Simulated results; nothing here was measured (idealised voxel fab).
process module | voxel released beams
cross-section cut | 195 nm wide | cells 5 nm
A cross-section is a grid of square cells, given in bands from the top down. A band is one or more rows of cells.
Each band's line starts with the height of the band's top and of its bottom, in nm. Then come its materials from left to right, each with its width in nm. One material with "throughout" fills the band from edge to edge. "air" is empty space.
Height 0 is the level under which the wafer as received is all one material. The lowest band goes on downwards, as in "0 down".
A width such as "30 to 40" changes by the same amount from each row of cells to the next, from the band's top row to its bottom row.
"no change" after a step means that no cell of the cross-section changed.
closed voids: empty space of 8 cells or more with no open way to the top, each as width x height at its distance from the left edge, in nm
after a step's settings: what the simulator itself notes on the step
overlay nm, on a step with a mask: how far to the right of its planned place the mask lay; to the left if negative
plan
1 op RECEIVE | material Si
2 op CONFORMAL_DEP | material SiN | thk nm 5
3 op DIRECTIONAL_DEP | material SiO2 | thk nm 10
4 op DIRECTIONAL_DEP | material aC | thk nm 10
5 op PATTERN | tone open | mask id ANCHOR | material resist | width nm 40 | thk nm 30 | overlay nm 0
6 op DIRECTIONAL_ETCH | etch materials aC | depth nm 10
7 op STRIP | etch materials resist
8 op DIRECTIONAL_ETCH | etch materials SiO2 | depth nm 10
9 op STRIP | etch materials aC
10 op CONFORMAL_DEP | material W | thk nm 15
11 op MASKED_ETCH | tone cover | mask id BEAM | width nm 110 | etch materials W | depth nm 15 | overlay nm 0
12 op STRIP | etch materials SiO2
as received, after step 1
  0 down: Si throughout
  closed voids: none
first wafer at the end, as planned
  30 to 20: air 40 | W 20 | air 10 | W 80 | air 45
  20 to 15: air 40 | W 110 | air 45
  15 to 5: air 45 | W 40 | air 110
  5 to 0: SiN throughout
  0 down: Si throughout
  closed voids: none
second wafer at the end: like start, like plan, one mistake
  25 to 15: air 40 | W 20 | air 10 | W 80 | air 45
  15 to 10: air 40 | W 110 | air 45
  10 to 0: air 45 | W 40 | air 110
  0 down: Si throughout
  closed voids: none
what went wrong: step 2 was left out
at the end the second wafer has, in cells: 39 fewer of SiN
